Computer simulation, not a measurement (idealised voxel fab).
Documented hereafter: the process module known as voxel capacitor over wiring.
The cross-section shown here is cut; it is 195 nm wide and divided into square cells measuring 5 nm on a side.
A cross-section is a grid of square cells, given in bands from the top down. A band is one or more rows of cells. For a band, the entry starts with two heights in nm, that of the top and then that of the bottom, and carries on with the band's materials in order from left to right, each alongside its width in nm; the word "everywhere" beside a single material means it fills the band edge to edge, and "blank" means empty space. Counting heights begins at 0, where everything beneath is, in the wafer as received, one material. The lowest band has no bottom; it goes on downwards, as "z 0 and below" shows. Quick explanation for "30..40": the width changes in equal steps down the rows of cells, from the first number in the band's top row to the second number in its bottom row. "everything unchanged", as given for a step, is the statement that not any cell of the cross-section underwent a change during that step. Empty spaces without an open route to the top, at least 8 cells in extent, make up the entry "Catalogued sealed voids"; each is given as width x height at distance, where the distance is measured from the left edge, and all are in nm. Read whatever lies past the settings on a step's line as the simulator's own remark about the step. A step's line can hold "overlay nm"; with a mask on that step, the setting says how far right of the planned place the mask lay, while a negative setting says it lay to the left.

**Listed below are the process steps as planned**
1: RECEIVE (material Si)
2: CONFORMAL_DEP (material SiO2; thk nm 15)
3: CONFORMAL_DEP (material SiN; thk nm 5)
4: DIRECTIONAL_DEP (material SiO2; thk nm 20)
5: DIRECTIONAL_DEP (material aC; thk nm 15)
6: PATTERN (tone open; mask id METAL_1; material resist; width nm 25; pitch nm 75; thk nm 35; overlay nm 0)
7: DIRECTIONAL_ETCH (etch materials aC; depth nm 15)
8: STRIP (etch materials resist)
9: DIRECTIONAL_ETCH (etch materials SiO2; depth nm 20)
10: DIRECTIONAL_ETCH (etch materials SiN; depth nm 5)
11: STRIP (etch materials aC)
12: CONFORMAL_DEP (material TiN; thk nm 5)
13: FILL_DEP (material Ru; thk nm 5)
14: CMP (height nm 40)
15: CONFORMAL_DEP (material SiCN; thk nm 5)
16: DIRECTIONAL_DEP (material lowk; thk nm 10)
17: MASKED_ETCH (tone open; mask id PLUG_1; width nm 15; etch materials lowk; depth nm 10; overlay nm 0)
18: MASKED_ETCH (tone open; mask id PLUG_1; width nm 15; etch materials SiCN; depth nm 5; overlay nm 0)
19: EPI (material Ru; thk nm 10)
20: EPI (material Ru; thk nm 5)
21: DIRECTIONAL_DEP (material TiN; thk nm 10)
22: DIRECTIONAL_DEP (material HfO2; thk nm 5)
23: DIRECTIONAL_DEP (material TiN; thk nm 10)
24: PATTERN (tone cover; mask id UPPER_PLATE; material resist; width nm 55; thk nm 15; overlay nm 0)
25: DIRECTIONAL_ETCH (etch materials TiN; depth nm 10)
26: DIRECTIONAL_ETCH (etch materials HfO2; depth nm 5)
27: STRIP (etch materials resist)
28: PATTERN (tone cover; mask id LOWER_PLATE; material resist; width nm 65; thk nm 15; overlay nm 0)
29: DIRECTIONAL_ETCH (etch materials TiN; depth nm 10)
30: STRIP (etch materials resist)
31: FILL_DEP (material SiO2; thk nm 20)
32: CMP (height nm 95)
33: PATTERN (tone open; mask id PLUG_2; material resist; width nm 15; thk nm 20; overlay nm 0)
34: DIRECTIONAL_ETCH (etch materials SiO2; depth nm 15)
35: STRIP (etch materials resist)
36: CONFORMAL_DEP (material TiN; thk nm 5)
37: FILL_DEP (material Ru; thk nm 5)
38: CMP (height nm 95)
39: CONFORMAL_DEP (material SiCN; thk nm 5)

**Cross-sectional view of the wafer in its as-received condition, corresponding to the state after step 1**
* z 0 and below = Si everywhere
* Catalogued sealed voids: none

**Cross-sectional result after module completion. Note: starting condition and plan are unchanged from above; one processing mistake was made**
* z 100 to 95 = SiCN everywhere
* z 95 to 85 = 65 SiO2 / 5 TiN / 5 Ru / 5 TiN / 115 SiO2
* z 85 to 80 = 65 SiO2 / 15 TiN / 115 SiO2
* z 80 to 70 = 55 SiO2 / 55 TiN / 85 SiO2
* z 70 to 65 = 55 SiO2 / 55 HfO2 / 85 SiO2
* z 65 to 55 = 50 SiO2 / 65 TiN / 80 SiO2
* z 55 to 45 = 55 lowk / 15 Ru / 125 lowk
* z 45 to 40 = 55 SiCN / 15 Ru / 125 SiCN
* z 40 to 20 = 40 SiO2 / 5 TiN / 15 Ru / 5 TiN / 50 SiO2 / 5 TiN / 15 Ru / 5 TiN / 55 SiO2
* z 20 to 15 = 40 SiN / 25 TiN / 50 SiN / 25 TiN / 55 SiN
* z 15 to 0 = SiO2 everywhere
* z 0 and below = Si everywhere
* Catalogued sealed voids: none
Diagnosis: step 6, actual vs plan mismatch, actual run PATTERN (tone open; mask id METAL_1; material resist; width nm 25; pitch nm 75; thk nm 35; overlay nm -5)
